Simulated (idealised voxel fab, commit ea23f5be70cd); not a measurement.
Herein follows the process module entitled voxel gate over fins.
The cross-section on display is named cut; it measures 210 nm wide, and its cells are 5 nm squares.
Format of a cross-section: grid, square cells. Given as bands. Order: top down. Band: one or more rows of cells.
For a band, the entry starts with two heights in nm, that of the top and then that of the bottom, and carries on with the band's materials in order from left to right, each alongside its width in nm; the word "all across" beside a single material means it fills the band edge to edge, and "air" means empty space.
For the purposes of this specification, 0 denotes the height below which the wafer in its as-received condition is composed wholly of one material, and the lowermost band, lacking a lower limit, extends downward without end, as expressed in "0 down".
A width such as "30 to 40" changes by the same amount from each row of cells to the next, from the band's top row to its bottom row.
The cross-section has no changed cell in any step marked "remained the same".
"Enclosed cavities": sealed empty spaces, 8 cells or more, no open way to top, listed width x height at distance, with distance from the left edge and width, height and distance in nm.
Anything after a step's settings on that line? It's the simulator's own note about the step.
The line of a step may include "overlay nm". On a step with a mask, this value is how far to the right of its planned place the mask lay. A negative value means the mask lay to the left.
Pairs ahead. Before: cross-section ahead of one process step. After: cross-section once the step is done, shown to the lowest changed band only. Under each pair: that step, with settings. Caution: pairs may come from different runs of this module on the same starting wafer; a pair follows the pair above only where its "Prior to step" entry says so.
**Prior to step**
0 down  Si all across
Enclosed cavities: none
**Step Result**
5 to 0  SiN all across
Under 0: no change, same as before.
Enclosed cavities: none
Between the two cross-sections shown above lies CONFORMAL_DEP, material SiN, thk nm 5
Prior to step: this step begins from the cross-section that the pair just above shows after its step.
**Step Result**
15 to 5  aC all across
Under 5: no change, same as before.
Enclosed cavities: none
Between the two cross-sections shown above lies DIRECTIONAL_DEP, material aC, thk nm 10
Prior to step: this step begins from the cross-section that the pair just above shows after its step.
**Step Result**
45 to 15  50 nm air | 15 nm resist | 30 nm air | 15 nm resist | 30 nm air | 15 nm resist | 55 nm air
Under 15: no change, same as before.
Enclosed cavities: none
Between the two cross-sections shown above lies PATTERN, tone cover, mask id FINS, material resist, width nm 15, pitch nm 45, thk nm 30, overlay nm 0
Prior to step: this step begins from the cross-section that the pair just above shows after its step.
**Step Result**
35 to 15  50 nm air | 15 nm resist | 30 nm air | 15 nm resist | 30 nm air | 15 nm resist | 55 nm air
15 to 5  50 nm air | 15 nm aC | 30 nm air | 15 nm aC | 30 nm air | 15 nm aC | 55 nm air
Under 5: no change, same as before.
Enclosed cavities: none
Between the two cross-sections shown above lies DIRECTIONAL_ETCH, etch materials aC, depth nm 10
Prior to step: this step begins from the cross-section that the pair just above shows after its step.
**Step Result**
15 to 5  50 nm air | 15 nm aC | 30 nm air | 15 nm aC | 30 nm air | 15 nm aC | 55 nm air
Under 5: no change, same as before.
Enclosed cavities: none
Between the two cross-sections shown above lies STRIP, etch materials resist
Prior to step: this step begins from the cross-section that the pair just above shows after its step.
**Step Result**
15 to 5  50 nm air | 15 nm aC | 30 nm air | 15 nm aC | 30 nm air | 15 nm aC | 55 nm air
5 to 0  50 nm air | 15 nm SiN | 30 nm air | 15 nm SiN | 30 nm air | 15 nm SiN | 55 nm air
Under 0: no change, same as before.
Enclosed cavities: none
Between the two cross-sections shown above lies DIRECTIONAL_ETCH, etch materials SiN, depth nm 5
Prior to step: this step begins from the cross-section that the pair just above shows after its step.
**Step Result**
15 to 5  50 nm air | 15 nm aC | 30 nm air | 15 nm aC | 30 nm air | 15 nm aC | 55 nm air
5 to 0  50 nm air | 15 nm SiN | 30 nm air | 15 nm SiN | 30 nm air | 15 nm SiN | 55 nm air
0 to -35  50 nm air | 15 nm Si | 30 nm air | 15 nm Si | 30 nm air | 15 nm Si | 55 nm air
Under -35: no change, same as before.
Enclosed cavities: none
Between the two cross-sections shown above lies DIRECTIONAL_ETCH, etch materials Si, depth nm 35
Prior to step: this step begins from the cross-section that the pair just above shows after its step.
**Step Result**
5 to 0  50 nm air | 15 nm SiN | 30 nm air | 15 nm SiN | 30 nm air | 15 nm SiN | 55 nm air
Under 0: no change, same as before.
Enclosed cavities: none
Between the two cross-sections shown above lies STRIP, etch materials aC
Prior to step: this step begins from the cross-section that the pair just above shows after its step.
**Step Result**
5 to 0  50 nm air | 15 nm SiN | 30 nm air | 15 nm SiN | 30 nm air | 15 nm SiN | 55 nm air
0 to -35  50 nm air | 5 nm SiO2 | 5 nm Si | 5 nm SiO2 | 30 nm air | 5 nm SiO2 | 5 nm Si | 5 nm SiO2 | 30 nm air | 5 nm SiO2 | 5 nm Si | 5 nm SiO2 | 55 nm air
-35 to -40  55 nm SiO2 | 5 nm Si | 40 nm SiO2 | 5 nm Si | 40 nm SiO2 | 5 nm Si | 60 nm SiO2
Under -40: no change, same as before.
Enclosed cavities: none
Between the two cross-sections shown above lies OXIDIZE, depth nm 5
Prior to step: this step begins from the cross-section that the pair just above shows after its step.
**Step Result**
20 to 5  SiO2 all across
5 to 0  50 nm SiO2 | 15 nm SiN | 30 nm SiO2 | 15 nm SiN | 30 nm SiO2 | 15 nm SiN | 55 nm SiO2
0 to -40  55 nm SiO2 | 5 nm Si | 40 nm SiO2 | 5 nm Si | 40 nm SiO2 | 5 nm Si | 60 nm SiO2
Under -40: no change, same as before.
Enclosed cavities: none
Between the two cross-sections shown above lies FILL_DEP, material SiO2, thk nm 15
Prior to step: this step begins from the cross-section that the pair just above shows after its step.
**Step Result**
5 to 0  50 nm SiO2 | 15 nm SiN | 30 nm SiO2 | 15 nm SiN | 30 nm SiO2 | 15 nm SiN | 55 nm SiO2
Under 0: no change, same as before.
Enclosed cavities: none
Between the two cross-sections shown above lies CMP, height nm 5
Prior to step: this step begins from the cross-section that the pair just above shows after its step.
**Step Result**
5 to 0  50 nm air | 15 nm SiN | 30 nm air | 15 nm SiN | 30 nm air | 15 nm SiN | 55 nm air
0 to -15  55 nm air | 5 nm Si | 40 nm air | 5 nm Si | 40 nm air | 5 nm Si | 60 nm air
Under -15: no change, same as before.
Enclosed cavities: none
Between the two cross-sections shown above lies SELECTIVE_ETCH, etch materials SiO2, depth nm 20
Prior to step: this step begins from the cross-section that the pair just above shows after its step.
**Step Result**
0 to -15  55 nm air | 5 nm Si | 40 nm air | 5 nm Si | 40 nm air | 5 nm Si | 60 nm air
Under -15: no change, same as before.
Enclosed cavities: none
Between the two cross-sections shown above lies STRIP, etch materials SiN
Prior to step: this step begins from the cross-section that the pair just above shows after its step.
**Step Result**
5 to 0  50 nm air | 15 nm HfO2 | 30 nm air | 15 nm HfO2 | 30 nm air | 15 nm HfO2 | 55 nm air
0 to -10  50 nm air | 5 nm HfO2 | 5 nm Si | 5 nm HfO2 | 30 nm air | 5 nm HfO2 | 5 nm Si | 5 nm HfO2 | 30 nm air | 5 nm HfO2 | 5 nm Si | 5 nm HfO2 | 55 nm air
-10 to -15  55 nm HfO2 | 5 nm Si | 40 nm HfO2 | 5 nm Si | 40 nm HfO2 | 5 nm Si | 60 nm HfO2
Under -15: no change, same as before.
Enclosed cavities: none
Between the two cross-sections shown above lies CONFORMAL_DEP, material HfO2, thk nm 5
Prior to step: this step begins from the cross-section that the pair just above shows after its step.
**Step Result**
10 to 5  45 nm air | 25 nm TiN | 20 nm air | 25 nm TiN | 20 nm air | 25 nm TiN | 50 nm air
5 to 0  45 nm air | 5 nm TiN | 15 nm HfO2 | 5 nm TiN | 20 nm air | 5 nm TiN | 15 nm HfO2 | 5 nm TiN | 20 nm air | 5 nm TiN | 15 nm HfO2 | 5 nm TiN | 50 nm air
0 to -5  45 nm air | 5 nm TiN | 5 nm HfO2 | 5 nm Si | 5 nm HfO2 | 5 nm TiN | 20 nm air | 5 nm TiN | 5 nm HfO2 | 5 nm Si | 5 nm HfO2 | 5 nm TiN | 20 nm air | 5 nm TiN | 5 nm HfO2 | 5 nm Si | 5 nm HfO2 | 5 nm TiN | 50 nm air
-5 to -10  50 nm TiN | 5 nm HfO2 | 5 nm Si | 5 nm HfO2 | 30 nm TiN | 5 nm HfO2 | 5 nm Si | 5 nm HfO2 | 30 nm TiN | 5 nm HfO2 | 5 nm Si | 5 nm HfO2 | 55 nm TiN
Under -10: no change, same as before.
Enclosed cavities: none
Between the two cross-sections shown above lies CONFORMAL_DEP, material TiN, thk nm 5
Prior to step: this step begins from the cross-section that the pair just above shows after its step.
**Step Result**
20 to 10  W all across
10 to 5  45 nm W | 25 nm TiN | 20 nm W | 25 nm TiN | 20 nm W | 25 nm TiN | 50 nm W
5 to 0  45 nm W | 5 nm TiN | 15 nm HfO2 | 5 nm TiN | 20 nm W | 5 nm TiN | 15 nm HfO2 | 5 nm TiN | 20 nm W | 5 nm TiN | 15 nm HfO2 | 5 nm TiN | 50 nm W
0 to -5  45 nm W | 5 nm TiN | 5 nm HfO2 | 5 nm Si | 5 nm HfO2 | 5 nm TiN | 20 nm W | 5 nm TiN | 5 nm HfO2 | 5 nm Si | 5 nm HfO2 | 5 nm TiN | 20 nm W | 5 nm TiN | 5 nm HfO2 | 5 nm Si | 5 nm HfO2 | 5 nm TiN | 50 nm W
Under -5: no change, same as before.
Enclosed cavities: none
Between the two cross-sections shown above lies FILL_DEP, material W, thk nm 10
Prior to step: this step begins from the cross-section that the pair just above shows after its step.
**Step Result**
15 to 10  W all across
Under 10: no change, same as before.
Enclosed cavities: none
Between the two cross-sections shown above lies CMP, height nm 15
Prior to step: this step begins from the cross-section that the pair just above shows after its step.
**Step Result**
25 to 15  SiN all across
Under 15: no change, same as before.
Enclosed cavities: none
Between the two cross-sections shown above lies CONFORMAL_DEP, material SiN, thk nm 10
**Prior to step**
0 to -15  55 nm air | 5 nm Si | 40 nm air | 5 nm Si | 40 nm air | 5 nm Si | 60 nm air
-15 to -40  55 nm SiO2 | 5 nm Si | 40 nm SiO2 | 5 nm Si | 40 nm SiO2 | 5 nm Si | 60 nm SiO2
-40 down  Si all across
Enclosed cavities: none
**Step Result**
5 to 0  50 nm air | 15 nm TiN | 30 nm air | 15 nm TiN | 30 nm air | 15 nm TiN | 55 nm air
0 to -10  50 nm air | 5 nm TiN | 5 nm Si | 5 nm TiN | 30 nm air | 5 nm TiN | 5 nm Si | 5 nm TiN | 30 nm air | 5 nm TiN | 5 nm Si | 5 nm TiN | 55 nm air
-10 to -15  55 nm TiN | 5 nm Si | 40 nm TiN | 5 nm Si | 40 nm TiN | 5 nm Si | 60 nm TiN
Under -15: no change, same as before.
Enclosed cavities: none
Between the two cross-sections shown above lies CONFORMAL_DEP, material TiN, thk nm 5
Prior to step: this step begins from the cross-section that the pair just above shows after its step.
**Step Result**
15 to 5  W all across
5 to 0  50 nm W | 15 nm TiN | 30 nm W | 15 nm TiN | 30 nm W | 15 nm TiN | 55 nm W
0 to -10  50 nm W | 5 nm TiN | 5 nm Si | 5 nm TiN | 30 nm W | 5 nm TiN | 5 nm Si | 5 nm TiN | 30 nm W | 5 nm TiN | 5 nm Si | 5 nm TiN | 55 nm W
Under -10: no change, same as before.
Enclosed cavities: none
Between the two cross-sections shown above lies FILL_DEP, material W, thk nm 10
Prior to step: this step begins from the cross-section that the pair just above shows after its step.
**Step Result**
25 to 15  SiN all across
Under 15: no change, same as before.
Enclosed cavities: none
Between the two cross-sections shown above lies CONFORMAL_DEP, material SiN, thk nm 10
**Prior to step**
5 to 0  50 nm air | 15 nm SiN | 30 nm air | 15 nm SiN | 30 nm air | 15 nm SiN | 55 nm air
0 to -15  55 nm air | 5 nm Si | 40 nm air | 5 nm Si | 40 nm air | 5 nm Si | 60 nm air
-15 to -40  55 nm SiO2 | 5 nm Si | 40 nm SiO2 | 5 nm Si | 40 nm SiO2 | 5 nm Si | 60 nm SiO2
-40 down  Si all across
Enclosed cavities: none
**Step Result**
5 to 0  50 nm air | 15 nm SiN | 30 nm air | 15 nm SiN | 30 nm air | 15 nm SiN | 55 nm air
0 to -35  55 nm air | 5 nm Si | 40 nm air | 5 nm Si | 40 nm air | 5 nm Si | 60 nm air
Under -35: no change, same as before.
Enclosed cavities: none
Between the two cross-sections shown above lies SELECTIVE_ETCH, etch materials SiO2, depth nm 20
Prior to step: this step begins from the cross-section that the pair just above shows after its step.
**Step Result**
0 to -35  55 nm air | 5 nm Si | 40 nm air | 5 nm Si | 40 nm air | 5 nm Si | 60 nm air
Under -35: no change, same as before.
Enclosed cavities: none
Between the two cross-sections shown above lies STRIP, etch materials SiN
Prior to step: this step begins from the cross-section that the pair just above shows after its step.
**Step Result**
5 to 0  50 nm air | 15 nm HfO2 | 30 nm air | 15 nm HfO2 | 30 nm air | 15 nm HfO2 | 55 nm air
0 to -30  50 nm air | 5 nm HfO2 | 5 nm Si | 5 nm HfO2 | 30 nm air | 5 nm HfO2 | 5 nm Si | 5 nm HfO2 | 30 nm air | 5 nm HfO2 | 5 nm Si | 5 nm HfO2 | 55 nm air
-30 to -35  55 nm HfO2 | 5 nm Si | 40 nm HfO2 | 5 nm Si | 40 nm HfO2 | 5 nm Si | 60 nm HfO2
Under -35: no change, same as before.
Enclosed cavities: none
Between the two cross-sections shown above lies CONFORMAL_DEP, material HfO2, thk nm 5
Prior to step: this step begins from the cross-section that the pair just above shows after its step.
**Step Result**
10 to 5  45 nm air | 25 nm TiN | 20 nm air | 25 nm TiN | 20 nm air | 25 nm TiN | 50 nm air
5 to 0  45 nm air | 5 nm TiN | 15 nm HfO2 | 5 nm TiN | 20 nm air | 5 nm TiN | 15 nm HfO2 | 5 nm TiN | 20 nm air | 5 nm TiN | 15 nm HfO2 | 5 nm TiN | 50 nm air
0 to -25  45 nm air | 5 nm TiN | 5 nm HfO2 | 5 nm Si | 5 nm HfO2 | 5 nm TiN | 20 nm air | 5 nm TiN | 5 nm HfO2 | 5 nm Si | 5 nm HfO2 | 5 nm TiN | 20 nm air | 5 nm TiN | 5 nm HfO2 | 5 nm Si | 5 nm HfO2 | 5 nm TiN | 50 nm air
-25 to -30  50 nm TiN | 5 nm HfO2 | 5 nm Si | 5 nm HfO2 | 30 nm TiN | 5 nm HfO2 | 5 nm Si | 5 nm HfO2 | 30 nm TiN | 5 nm HfO2 | 5 nm Si | 5 nm HfO2 | 55 nm TiN
Under -30: no change, same as before.
Enclosed cavities: none
Between the two cross-sections shown above lies CONFORMAL_DEP, material TiN, thk nm 5
Prior to step: this step begins from the cross-section that the pair just above shows after its step.
**Step Result**
20 to 10  W all across
10 to 5  45 nm W | 25 nm TiN | 20 nm W | 25 nm TiN | 20 nm W | 25 nm TiN | 50 nm W
5 to 0  45 nm W | 5 nm TiN | 15 nm HfO2 | 5 nm TiN | 20 nm W | 5 nm TiN | 15 nm HfO2 | 5 nm TiN | 20 nm W | 5 nm TiN | 15 nm HfO2 | 5 nm TiN | 50 nm W
0 to -25  45 nm W | 5 nm TiN | 5 nm HfO2 | 5 nm Si | 5 nm HfO2 | 5 nm TiN | 20 nm W | 5 nm TiN | 5 nm HfO2 | 5 nm Si | 5 nm HfO2 | 5 nm TiN | 20 nm W | 5 nm TiN | 5 nm HfO2 | 5 nm Si | 5 nm HfO2 | 5 nm TiN | 50 nm W
Under -25: no change, same as before.
Enclosed cavities: none
Between the two cross-sections shown above lies FILL_DEP, material W, thk nm 10
Prior to step: this step begins from the cross-section that the pair just above shows after its step.
**Step Result**
15 to 10  W all across
Under 10: no change, same as before.
Enclosed cavities: none
Between the two cross-sections shown above lies CMP, height nm 15
Prior to step: this step begins from the cross-section that the pair just above shows after its step.
**Step Result**
25 to 15  SiN all across
Under 15: no change, same as before.
Enclosed cavities: none
Between the two cross-sections shown above lies CONFORMAL_DEP, material SiN, thk nm 10
**Prior to step**
5 to 0  50 nm SiO2 | 15 nm SiN | 30 nm SiO2 | 15 nm SiN | 30 nm SiO2 | 15 nm SiN | 55 nm SiO2
0 to -40  55 nm SiO2 | 5 nm Si | 40 nm SiO2 | 5 nm Si | 40 nm SiO2 | 5 nm Si | 60 nm SiO2
-40 down  Si all across
Enclosed cavities: none
**Step Result**
5 to 0  50 nm SiO2 | 15 nm air | 30 nm SiO2 | 15 nm air | 30 nm SiO2 | 15 nm air | 55 nm SiO2
Under 0: no change, same as before.
Enclosed cavities: none
Between the two cross-sections shown above lies STRIP, etch materials SiN
Prior to step: this step begins from the cross-section that the pair just above shows after its step.
**Step Result**
0 to -15  55 nm air | 5 nm Si | 40 nm air | 5 nm Si | 40 nm air | 5 nm Si | 60 nm air
-15 to -20  30 nm SiO2 | 25 nm air | 5 nm Si | 40 nm air | 5 nm Si | 40 nm air | 5 nm Si | 25 nm air | 35 nm SiO2
Under -20: no change, same as before.
Enclosed cavities: none
Between the two cross-sections shown above lies SELECTIVE_ETCH, etch materials SiO2, depth nm 20
Prior to step: this step begins from the cross-section that the pair just above shows after its step.
**Step Result**
5 to 0  50 nm air | 15 nm HfO2 | 30 nm air | 15 nm HfO2 | 30 nm air | 15 nm HfO2 | 55 nm air
0 to -10  50 nm air | 5 nm HfO2 | 5 nm Si | 5 nm HfO2 | 30 nm air | 5 nm HfO2 | 5 nm Si | 5 nm HfO2 | 30 nm air | 5 nm HfO2 | 5 nm Si | 5 nm HfO2 | 55 nm air
-10 to -15  35 nm HfO2 | 15 nm air | 5 nm HfO2 | 5 nm Si | 5 nm HfO2 | 30 nm air | 5 nm HfO2 | 5 nm Si | 5 nm HfO2 | 30 nm air | 5 nm HfO2 | 5 nm Si | 5 nm HfO2 | 15 nm air | 40 nm HfO2
-15 to -20  30 nm SiO2 | 25 nm HfO2 | 5 nm Si | 40 nm HfO2 | 5 nm Si | 40 nm HfO2 | 5 nm Si | 25 nm HfO2 | 35 nm SiO2
Under -20: no change, same as before.
Enclosed cavities: none
Between the two cross-sections shown above lies CONFORMAL_DEP, material HfO2, thk nm 5
Prior to step: this step begins from the cross-section that the pair just above shows after its step.
**Step Result**
10 to 5  45 nm air | 25 nm TiN | 20 nm air | 25 nm TiN | 20 nm air | 25 nm TiN | 50 nm air
5 to 0  45 nm air | 5 nm TiN | 15 nm HfO2 | 5 nm TiN | 20 nm air | 5 nm TiN | 15 nm HfO2 | 5 nm TiN | 20 nm air | 5 nm TiN | 15 nm HfO2 | 5 nm TiN | 50 nm air
0 to -5  45 nm air | 5 nm TiN | 5 nm HfO2 | 5 nm Si | 5 nm HfO2 | 5 nm TiN | 20 nm air | 5 nm TiN | 5 nm HfO2 | 5 nm Si | 5 nm HfO2 | 5 nm TiN | 20 nm air | 5 nm TiN | 5 nm HfO2 | 5 nm Si | 5 nm HfO2 | 5 nm TiN | 50 nm air
-5 to -10  40 nm TiN | 5 nm air | 5 nm TiN | 5 nm HfO2 | 5 nm Si | 5 nm HfO2 | 5 nm TiN | 20 nm air | 5 nm TiN | 5 nm HfO2 | 5 nm Si | 5 nm HfO2 | 5 nm TiN | 20 nm air | 5 nm TiN | 5 nm HfO2 | 5 nm Si | 5 nm HfO2 | 5 nm TiN | 5 nm air | 45 nm TiN
-10 to -15  35 nm HfO2 | 15 nm TiN | 5 nm HfO2 | 5 nm Si | 5 nm HfO2 | 30 nm TiN | 5 nm HfO2 | 5 nm Si | 5 nm HfO2 | 30 nm TiN | 5 nm HfO2 | 5 nm Si | 5 nm HfO2 | 15 nm TiN | 40 nm HfO2
Under -15: no change, same as before.
Enclosed cavities: none
Between the two cross-sections shown above lies CONFORMAL_DEP, material TiN, thk nm 5
Prior to step: this step begins from the cross-section that the pair just above shows after its step.
**Step Result**
20 to 10  W all across
10 to 5  45 nm W | 25 nm TiN | 20 nm W | 25 nm TiN | 20 nm W | 25 nm TiN | 50 nm W
5 to 0  45 nm W | 5 nm TiN | 15 nm HfO2 | 5 nm TiN | 20 nm W | 5 nm TiN | 15 nm HfO2 | 5 nm TiN | 20 nm W | 5 nm TiN | 15 nm HfO2 | 5 nm TiN | 50 nm W
0 to -5  45 nm W | 5 nm TiN | 5 nm HfO2 | 5 nm Si | 5 nm HfO2 | 5 nm TiN | 20 nm W | 5 nm TiN | 5 nm HfO2 | 5 nm Si | 5 nm HfO2 | 5 nm TiN | 20 nm W | 5 nm TiN | 5 nm HfO2 | 5 nm Si | 5 nm HfO2 | 5 nm TiN | 50 nm W
-5 to -10  40 nm TiN | 5 nm W | 5 nm TiN | 5 nm HfO2 | 5 nm Si | 5 nm HfO2 | 5 nm TiN | 20 nm W | 5 nm TiN | 5 nm HfO2 | 5 nm Si | 5 nm HfO2 | 5 nm TiN | 20 nm W | 5 nm TiN | 5 nm HfO2 | 5 nm Si | 5 nm HfO2 | 5 nm TiN | 5 nm W | 45 nm TiN
Under -10: no change, same as before.
Enclosed cavities: none
Between the two cross-sections shown above lies FILL_DEP, material W, thk nm 10
Prior to step: this step begins from the cross-section that the pair just above shows after its step.
**Step Result**
15 to 10  W all across
Under 10: no change, same as before.
Enclosed cavities: none
Between the two cross-sections shown above lies CMP, height nm 15
Prior to step: this step begins from the cross-section that the pair just above shows after its step.
**Step Result**
25 to 15  SiN all across
Under 15: no change, same as before.
Enclosed cavities: none
Between the two cross-sections shown above lies CONFORMAL_DEP, material SiN, thk nm 10
**Prior to step**
20 to 10  W all across
10 to 5  45 nm W | 25 nm TiN | 20 nm W | 25 nm TiN | 20 nm W | 25 nm TiN | 50 nm W
5 to 0  45 nm W | 5 nm TiN | 15 nm HfO2 | 5 nm TiN | 20 nm W | 5 nm TiN | 15 nm HfO2 | 5 nm TiN | 20 nm W | 5 nm TiN | 15 nm HfO2 | 5 nm TiN | 50 nm W
0 to -5  45 nm W | 5 nm TiN | 5 nm HfO2 | 5 nm Si | 5 nm HfO2 | 5 nm TiN | 20 nm W | 5 nm TiN | 5 nm HfO2 | 5 nm Si | 5 nm HfO2 | 5 nm TiN | 20 nm W | 5 nm TiN | 5 nm HfO2 | 5 nm Si | 5 nm HfO2 | 5 nm TiN | 50 nm W
-5 to -10  50 nm TiN | 5 nm HfO2 | 5 nm Si | 5 nm HfO2 | 30 nm TiN | 5 nm HfO2 | 5 nm Si | 5 nm HfO2 | 30 nm TiN | 5 nm HfO2 | 5 nm Si | 5 nm HfO2 | 55 nm TiN
-10 to -15  55 nm HfO2 | 5 nm Si | 40 nm HfO2 | 5 nm Si | 40 nm HfO2 | 5 nm Si | 60 nm HfO2
-15 to -40  55 nm SiO2 | 5 nm Si | 40 nm SiO2 | 5 nm Si | 40 nm SiO2 | 5 nm Si | 60 nm SiO2
-40 down  Si all across
Enclosed cavities: none
**Step Result**
10 to 5  45 nm W | 25 nm TiN | 20 nm W | 25 nm TiN | 20 nm W | 25 nm TiN | 50 nm W
Under 5: no change, same as before.
Enclosed cavities: none
Between the two cross-sections shown above lies CMP, height nm 10
Prior to step: this step begins from the cross-section that the pair just above shows after its step.
**Step Result**
20 to 10  SiN all across
Under 10: no change, same as before.
Enclosed cavities: none
Between the two cross-sections shown above lies CONFORMAL_DEP, material SiN, thk nm 10
**Prior to step**
15 to 5  aC all across
5 to 0  SiN all across
0 down  Si all across
Enclosed cavities: none
**Step Result**
45 to 15  45 nm air | 25 nm resist | 20 nm air | 25 nm resist | 20 nm air | 25 nm resist | 50 nm air
Under 15: no change, same as before.
Enclosed cavities: none
Between the two cross-sections shown above lies PATTERN, tone cover, mask id FINS, material resist, width nm 25, pitch nm 45, thk nm 30, overlay nm 0
Prior to step: this step begins from the cross-section that the pair just above shows after its step.
**Step Result**
35 to 15  45 nm air | 25 nm resist | 20 nm air | 25 nm resist | 20 nm air | 25 nm resist | 50 nm air
15 to 5  45 nm air | 25 nm aC | 20 nm air | 25 nm aC | 20 nm air | 25 nm aC | 50 nm air
Under 5: no change, same as before.
Enclosed cavities: none
Between the two cross-sections shown above lies DIRECTIONAL_ETCH, etch materials aC, depth nm 10
Prior to step: this step begins from the cross-section that the pair just above shows after its step.
**Step Result**
15 to 5  45 nm air | 25 nm aC | 20 nm air | 25 nm aC | 20 nm air | 25 nm aC | 50 nm air
Under 5: no change, same as before.
Enclosed cavities: none
Between the two cross-sections shown above lies STRIP, etch materials resist
Prior to step: this step begins from the cross-section that the pair just above shows after its step.
**Step Result**
15 to 5  45 nm air | 25 nm aC | 20 nm air | 25 nm aC | 20 nm air | 25 nm aC | 50 nm air
5 to 0  45 nm air | 25 nm SiN | 20 nm air | 25 nm SiN | 20 nm air | 25 nm SiN | 50 nm air
Under 0: no change, same as before.
Enclosed cavities: none
Between the two cross-sections shown above lies DIRECTIONAL_ETCH, etch materials SiN, depth nm 5
Prior to step: this step begins from the cross-section that the pair just above shows after its step.
**Step Result**
15 to 5  45 nm air | 25 nm aC | 20 nm air | 25 nm aC | 20 nm air | 25 nm aC | 50 nm air
5 to 0  45 nm air | 25 nm SiN | 20 nm air | 25 nm SiN | 20 nm air | 25 nm SiN | 50 nm air
0 to -35  45 nm air | 25 nm Si | 20 nm air | 25 nm Si | 20 nm air | 25 nm Si | 50 nm air
Under -35: no change, same as before.
Enclosed cavities: none
Between the two cross-sections shown above lies DIRECTIONAL_ETCH, etch materials Si, depth nm 35
Prior to step: this step begins from the cross-section that the pair just above shows after its step.
**Step Result**
5 to 0  45 nm air | 25 nm SiN | 20 nm air | 25 nm SiN | 20 nm air | 25 nm SiN | 50 nm air
Under 0: no change, same as before.
Enclosed cavities: none
Between the two cross-sections shown above lies STRIP, etch materials aC
Prior to step: this step begins from the cross-section that the pair just above shows after its step.
**Step Result**
5 to 0  45 nm air | 25 nm SiN | 20 nm air | 25 nm SiN | 20 nm air | 25 nm SiN | 50 nm air
0 to -35  45 nm air | 5 nm SiO2 | 15 nm Si | 5 nm SiO2 | 20 nm air | 5 nm SiO2 | 15 nm Si | 5 nm SiO2 | 20 nm air | 5 nm SiO2 | 15 nm Si | 5 nm SiO2 | 50 nm air
-35 to -40  50 nm SiO2 | 15 nm Si | 30 nm SiO2 | 15 nm Si | 30 nm SiO2 | 15 nm Si | 55 nm SiO2
Under -40: no change, same as before.
Enclosed cavities: none
Between the two cross-sections shown above lies OXIDIZE, depth nm 5
Prior to step: this step begins from the cross-section that the pair just above shows after its step.
**Step Result**
20 to 5  SiO2 all across
5 to 0  45 nm SiO2 | 25 nm SiN | 20 nm SiO2 | 25 nm SiN | 20 nm SiO2 | 25 nm SiN | 50 nm SiO2
0 to -40  50 nm SiO2 | 15 nm Si | 30 nm SiO2 | 15 nm Si | 30 nm SiO2 | 15 nm Si | 55 nm SiO2
Under -40: no change, same as before.
Enclosed cavities: none
Between the two cross-sections shown above lies FILL_DEP, material SiO2, thk nm 15
Prior to step: this step begins from the cross-section that the pair just above shows after its step.
**Step Result**
5 to 0  45 nm SiO2 | 25 nm SiN | 20 nm SiO2 | 25 nm SiN | 20 nm SiO2 | 25 nm SiN | 50 nm SiO2
Under 0: no change, same as before.
Enclosed cavities: none
Between the two cross-sections shown above lies CMP, height nm 5
Prior to step: this step begins from the cross-section that the pair just above shows after its step.
**Step Result**
5 to 0  45 nm air | 25 nm SiN | 20 nm air | 25 nm SiN | 20 nm air | 25 nm SiN | 50 nm air
0 to -15  50 nm air | 15 nm Si | 30 nm air | 15 nm Si | 30 nm air | 15 nm Si | 55 nm air
Under -15: no change, same as before.
Enclosed cavities: none
Between the two cross-sections shown above lies SELECTIVE_ETCH, etch materials SiO2, depth nm 20
Prior to step: this step begins from the cross-section that the pair just above shows after its step.
**Step Result**
0 to -15  50 nm air | 15 nm Si | 30 nm air | 15 nm Si | 30 nm air | 15 nm Si | 55 nm air
Under -15: no change, same as before.
Enclosed cavities: none
Between the two cross-sections shown above lies STRIP, etch materials SiN
Prior to step: this step begins from the cross-section that the pair just above shows after its step.
**Step Result**
5 to 0  45 nm air | 25 nm HfO2 | 20 nm air | 25 nm HfO2 | 20 nm air | 25 nm HfO2 | 50 nm air
0 to -10  45 nm air | 5 nm HfO2 | 15 nm Si | 5 nm HfO2 | 20 nm air | 5 nm HfO2 | 15 nm Si | 5 nm HfO2 | 20 nm air | 5 nm HfO2 | 15 nm Si | 5 nm HfO2 | 50 nm air
-10 to -15  50 nm HfO2 | 15 nm Si | 30 nm HfO2 | 15 nm Si | 30 nm HfO2 | 15 nm Si | 55 nm HfO2
Under -15: no change, same as before.
Enclosed cavities: none
Between the two cross-sections shown above lies CONFORMAL_DEP, material HfO2, thk nm 5
Prior to step: this step begins from the cross-section that the pair just above shows after its step.
**Step Result**
10 to 5  40 nm air | 35 nm TiN | 10 nm air | 35 nm TiN | 10 nm air | 35 nm TiN | 45 nm air
5 to 0  40 nm air | 5 nm TiN | 25 nm HfO2 | 5 nm TiN | 10 nm air | 5 nm TiN | 25 nm HfO2 | 5 nm TiN | 10 nm air | 5 nm TiN | 25 nm HfO2 | 5 nm TiN | 45 nm air
0 to -5  40 nm air | 5 nm TiN | 5 nm HfO2 | 15 nm Si | 5 nm HfO2 | 5 nm TiN | 10 nm air | 5 nm TiN | 5 nm HfO2 | 15 nm Si | 5 nm HfO2 | 5 nm TiN | 10 nm air | 5 nm TiN | 5 nm HfO2 | 15 nm Si | 5 nm HfO2 | 5 nm TiN | 45 nm air
-5 to -10  45 nm TiN | 5 nm HfO2 | 15 nm Si | 5 nm HfO2 | 20 nm TiN | 5 nm HfO2 | 15 nm Si | 5 nm HfO2 | 20 nm TiN | 5 nm HfO2 | 15 nm Si | 5 nm HfO2 | 50 nm TiN
Under -10: no change, same as before.
Enclosed cavities: none
Between the two cross-sections shown above lies CONFORMAL_DEP, material TiN, thk nm 5
Prior to step: this step begins from the cross-section that the pair just above shows after its step.
**Step Result**
20 to 10  W all across
10 to 5  40 nm W | 35 nm TiN | 10 nm W | 35 nm TiN | 10 nm W | 35 nm TiN | 45 nm W
5 to 0  40 nm W | 5 nm TiN | 25 nm HfO2 | 5 nm TiN | 10 nm W | 5 nm TiN | 25 nm HfO2 | 5 nm TiN | 10 nm W | 5 nm TiN | 25 nm HfO2 | 5 nm TiN | 45 nm W
0 to -5  40 nm W | 5 nm TiN | 5 nm HfO2 | 15 nm Si | 5 nm HfO2 | 5 nm TiN | 10 nm W | 5 nm TiN | 5 nm HfO2 | 15 nm Si | 5 nm HfO2 | 5 nm TiN | 10 nm W | 5 nm TiN | 5 nm HfO2 | 15 nm Si | 5 nm HfO2 | 5 nm TiN | 45 nm W
Under -5: no change, same as before.
Enclosed cavities: none
Between the two cross-sections shown above lies FILL_DEP, material W, thk nm 10
Prior to step: this step begins from the cross-section that the pair just above shows after its step.
**Step Result**
15 to 10  W all across
Under 10: no change, same as before.
Enclosed cavities: none
Between the two cross-sections shown above lies CMP, height nm 15
